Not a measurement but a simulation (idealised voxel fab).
process module | voxel self aligned contacts
cross-section cut | 215 nm wide | cells 5 nm
A cross-section is a grid of square cells, given in bands from the top down. A band is one or more rows of cells.
Each band's line starts with the height of the band's top and of its bottom, in nm. Then come its materials from left to right, each with its width in nm. One material with "throughout" fills the band from edge to edge. "air" is empty space.
Height 0 is the level under which the wafer as received is all one material. The lowest band goes on downwards, as in "0 down".
A width such as "30 to 40" changes by the same amount from each row of cells to the next, from the band's top row to its bottom row.
"no change" after a step means that no cell of the cross-section changed.
closed voids: empty space of 8 cells or more with no open way to the top, each as width x height at its distance from the left edge, in nm
after a step's settings: what the simulator itself notes on the step
overlay nm, on a step with a mask: how far to the right of its planned place the mask lay; to the left if negative
plan
1 op RECEIVE | material Si
2 op OXIDIZE | depth nm 5
3 op DIRECTIONAL_DEP | material polySi | thk nm 30
4 op DIRECTIONAL_DEP | material SiN | thk nm 20
5 op DIRECTIONAL_DEP | material aC | thk nm 10
6 op PATTERN | tone cover | mask id GATE | material resist | width nm 25 | pitch nm 60 | thk nm 25 | overlay nm 0
7 op DIRECTIONAL_ETCH | etch materials aC | depth nm 10
8 op STRIP | etch materials resist
9 op DIRECTIONAL_ETCH | etch materials SiN | depth nm 20
10 op DIRECTIONAL_ETCH | etch materials polySi | depth nm 30
11 op STRIP | etch materials aC
12 op CONFORMAL_DEP | material SiN | thk nm 5
13 op DIRECTIONAL_ETCH | etch materials SiN | depth nm 5
14 op FILL_DEP | material SiO2 | thk nm 10
15 op CMP | height nm 55
16 op PATTERN | tone open | mask id CONTACT | material resist | width nm 45 | thk nm 15 | overlay nm 0
17 op DIRECTIONAL_ETCH | etch materials SiO2 | depth nm 60
18 op STRIP | etch materials resist
19 op CONFORMAL_DEP | material TiN | thk nm 5
20 op FILL_DEP | material Ru | thk nm 10
21 op CMP | height nm 55
22 op CONFORMAL_DEP | material SiN | thk nm 5
as received, after step 1
  0 down: Si throughout
  closed voids: none
first wafer at the end, as planned
  60 to 55: SiN throughout
  55 to 50: SiO2 85 | TiN 15 | Ru 15 | TiN 15 | SiO2 85
  50 to 30: SiO2 60 | SiN 35 | TiN 5 | Ru 15 | TiN 5 | SiN 35 | SiO2 60
  30 to 0: SiO2 60 | SiN 5 | polySi 25 | SiN 5 | TiN 5 | Ru 15 | TiN 5 | SiN 5 | polySi 25 | SiN 5 | SiO2 60
  0 to -5: SiO2 95 | TiN 25 | SiO2 95
  -5 down: Si throughout
  closed voids: none
second wafer at the end: like start, like plan, one mistake
  60 to 55: SiN throughout
  55 to 50: SiO2 80 | TiN 20 | Ru 15 | TiN 20 | SiO2 80
  50 to 30: SiO2 60 | SiN 35 | TiN 5 | Ru 15 | TiN 5 | SiN 35 | SiO2 60
  30 to 0: SiO2 60 | SiN 5 | polySi 25 | SiN 5 | TiN 5 | Ru 15 | TiN 5 | SiN 5 | polySi 25 | SiN 5 | SiO2 60
  0 to -5: SiO2 95 | TiN 25 | SiO2 95
  -5 down: Si throughout
  closed voids: none
what went wrong: step 16 ran as: op PATTERN | tone open | mask id CONTACT | material resist | width nm 55 | thk nm 15 | overlay nm 0
at the end the second wafer has, in cells: 2 fewer of SiO2 | 2 more of TiN
